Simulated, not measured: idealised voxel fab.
Documented hereafter: the process module known as voxel plated lines.
Section shown: cut. Width: 200 nm. Cell size: 5 nm, square.
Bands, listed from the top down, are how a cross-section gets written in this document; the cross-section itself is a grid of square cells, and a band is one or more rows of them. The band entry comprises the height of the band's top followed by the height of its bottom, expressed in nm, and subsequently the band's materials from left to right, each stated together with its width in nm. Where a single material is marked with the word "edge to edge", that material fills the band from edge to edge. The word "air" represents empty space. Heights are measured from 0, the level below which the as-received wafer is all one material; the lowest band has no bottom and continues downward, written as in "0 down". Width spec "30..40" -> top row of cells at first value, bottom row at second value, equal per-row change in between. You'll sometimes find "changes: none" written for a step, and that's the way of saying that nowhere in the cross-section did a cell change during that step. In "Enclosed void listing" the enclosed voids are listed, meaning empty spaces of 8 cells or larger without any opening to the top. The form is width x height at distance, distance from the left edge, units nm. Heads up: the bit after the settings on a step's line is the simulator's remark on that step. On any step carrying a mask, the "overlay nm" setting, if present on the step's line, tells how far right of its planned place the mask lay; negative values point to the left.

Listed below are the process steps as planned:
| 1 | RECEIVE | material Si |
| 2 | CONFORMAL_DEP | material SiN | thk nm 5 |
| 3 | DIRECTIONAL_DEP | material TiN | thk nm 5 |
| 4 | PATTERN | tone open | mask id LINES | material resist | width nm 25 | pitch nm 45 | thk nm 35 | overlay nm 0 |
| 5 | EPI | material Ru | thk nm 5 |
| 6 | EPI | material Ru | thk nm 5 |
| 7 | EPI | material Ru | thk nm 10 |
| 8 | STRIP | etch materials resist |
| 9 | DIRECTIONAL_ETCH | etch materials TiN | depth nm 5 |
| 10 | CONFORMAL_DEP | material SiO2 | thk nm 10 |

As received (post step 1): cross-section:
* 0 down = Si edge to edge
* Enclosed void listing: none

End-of-module cross-section of the first of two wafers, processed as planned:
* 40 to 30 = 30 nm air, 135 nm SiO2, 35 nm air
* 30 to 15 = 30 nm air, 10 nm SiO2, 25 nm Ru, 20 nm SiO2, 25 nm Ru, 20 nm SiO2, 25 nm Ru, 10 nm SiO2, 35 nm air
* 15 to 10 = 40 nm SiO2, 25 nm Ru, 20 nm SiO2, 25 nm Ru, 20 nm SiO2, 25 nm Ru, 45 nm SiO2
* 10 to 5 = 40 nm SiO2, 25 nm TiN, 20 nm SiO2, 25 nm TiN, 20 nm SiO2, 25 nm TiN, 45 nm SiO2
* 5 to 0 = SiN edge to edge
* 0 down = Si edge to edge
* Enclosed void listing: none

Now the second wafer, cross-sectioned at the end of the module. Nothing different at the start, nothing different in the plan compared with the first, just one mistake when it was actually run:
* 35 to 25 = 30 nm air, 135 nm SiO2, 35 nm air
* 25 to 20 = 30 nm air, 10 nm SiO2, 25 nm Ru, 20 nm SiO2, 25 nm Ru, 20 nm SiO2, 25 nm Ru, 10 nm SiO2, 35 nm air
* 20 to 10 = 40 nm SiO2, 25 nm Ru, 20 nm SiO2, 25 nm Ru, 20 nm SiO2, 25 nm Ru, 45 nm SiO2
* 10 to 5 = TiN edge to edge
* 5 to 0 = SiN edge to edge
* 0 down = Si edge to edge
* Enclosed void listing: none
So what did we get wrong on this run? step 9 ran differently from the plan; actual operation with settings: DIRECTIONAL_ETCH | etch materials Ru | depth nm 5
The final cell counts differ between the wafers, with the second having more or fewer of some materials than the first: -15 Ru, -24 SiO2, +25 TiN
